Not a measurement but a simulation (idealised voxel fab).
process module | voxel wiring stack
cross-section cut | 280 nm wide | cells 5 nm
A cross-section is a grid of square cells, given in bands from the top down. A band is one or more rows of cells.
Each band's line starts with the height of the band's top and of its bottom, in nm. Then come its materials from left to right, each with its width in nm. One material with "throughout" fills the band from edge to edge. "air" is empty space.
Height 0 is the level under which the wafer as received is all one material. The lowest band goes on downwards, as in "0 down".
A width such as "30 to 40" changes by the same amount from each row of cells to the next, from the band's top row to its bottom row.
"no change" after a step means that no cell of the cross-section changed.
closed voids: empty space of 8 cells or more with no open way to the top, each as width x height at its distance from the left edge, in nm
after a step's settings: what the simulator itself notes on the step
overlay nm, on a step with a mask: how far to the right of its planned place the mask lay; to the left if negative
plan
1 op RECEIVE | material Si
2 op CONFORMAL_DEP | material SiO2 | thk nm 10
3 op CONFORMAL_DEP | material SiN | thk nm 5
4 op DIRECTIONAL_DEP | material lowk | thk nm 25
5 op PATTERN | tone open | mask id METAL_1 | material resist | width nm 30 | pitch nm 60 | thk nm 15 | overlay nm 0
6 op DIRECTIONAL_ETCH | etch materials lowk | depth nm 25
7 op DIRECTIONAL_ETCH | etch materials SiN | depth nm 5
8 op STRIP | etch materials resist
9 op CONFORMAL_DEP | material TiN | thk nm 5
10 op FILL_DEP | material W | thk nm 5
11 op CMP | height nm 40
12 op CONFORMAL_DEP | material SiCN | thk nm 5
13 op DIRECTIONAL_DEP | material lowk | thk nm 20
14 op DIRECTIONAL_DEP | material aC | thk nm 15
15 op PATTERN | tone open | mask id PLUG_1 | material resist | width nm 15 | pitch nm 120 | thk nm 30 | overlay nm 0
16 op DIRECTIONAL_ETCH | etch materials aC | depth nm 15
17 op STRIP | etch materials resist
18 op DIRECTIONAL_ETCH | etch materials lowk | depth nm 20
19 op DIRECTIONAL_ETCH | etch materials SiCN | depth nm 5
20 op STRIP | etch materials aC
21 op EPI | material Ru | thk nm 10
22 op EPI | material Ru | thk nm 10
23 op EPI | material Ru | thk nm 5
24 op CONFORMAL_DEP | material SiCN | thk nm 5
25 op DIRECTIONAL_DEP | material lowk | thk nm 25
26 op MASKED_ETCH | tone open | mask id METAL_2 | width nm 30 | pitch nm 60 | etch materials lowk | depth nm 25 | overlay nm 0
27 op MASKED_ETCH | tone open | mask id METAL_2 | width nm 30 | pitch nm 60 | etch materials SiCN | depth nm 5 | overlay nm 0
28 op CONFORMAL_DEP | material TiN | thk nm 5
29 op FILL_DEP | material Cu | thk nm 10
30 op CMP | height nm 95
31 op CONFORMAL_DEP | material SiCN | thk nm 5
32 op DIRECTIONAL_DEP | material SiO2 | thk nm 35
33 op DIRECTIONAL_DEP | material aC | thk nm 10
34 op PATTERN | tone open | mask id METAL_3 | material resist | width nm 30 | pitch nm 60 | thk nm 30 | overlay nm 0
35 op DIRECTIONAL_ETCH | etch materials aC | depth nm 10
36 op STRIP | etch materials resist
37 op DIRECTIONAL_ETCH | etch materials SiO2 | depth nm 20
38 op STRIP | etch materials aC
39 op PATTERN | tone open | mask id METAL_3_HOLES | material resist | width nm 15 | pitch nm 120 | thk nm 15 | overlay nm 0
40 op DIRECTIONAL_ETCH | etch materials SiO2 | depth nm 15
41 op DIRECTIONAL_ETCH | etch materials SiCN | depth nm 5
42 op STRIP | etch materials resist
43 op CONFORMAL_DEP | material TiN | thk nm 5
44 op FILL_DEP | material Cu | thk nm 10
45 op CMP | height nm 135
46 op CONFORMAL_DEP | material SiN | thk nm 5
as received, after step 1
  0 down: Si throughout
  closed voids: none
a wafer at the end: this start, this plan, one mistake
  140 to 135: SiN throughout
  135 to 130: SiCN 65 | TiN 15 | SiCN 105 | TiN 15 | SiCN 80
  130 to 95: SiO2 throughout
  95 to 70: lowk 65 | TiN 5 | Cu 20 | TiN 5 | lowk 30 | TiN 5 | Cu 20 | TiN 5 | lowk 30 | TiN 5 | Cu 20 | TiN 5 | lowk 65
  70 to 65: SiCN 65 | TiN 30 | SiCN 30 | TiN 30 | SiCN 30 | TiN 30 | SiCN 65
  65 to 45: lowk 65 | Ru 15 | lowk 105 | Ru 15 | lowk 80
  45 to 40: SiCN 65 | Ru 15 | SiCN 105 | Ru 15 | SiCN 80
  40 to 15: lowk 65 | TiN 5 | W 20 | TiN 5 | lowk 30 | TiN 5 | W 20 | TiN 5 | lowk 30 | TiN 5 | W 20 | TiN 5 | lowk 65
  15 to 10: SiN 65 | TiN 30 | SiN 30 | TiN 30 | SiN 30 | TiN 30 | SiN 65
  10 to 0: SiO2 throughout
  0 down: Si throughout
  closed voids: none
what went wrong: steps 31 and 32 were swapped
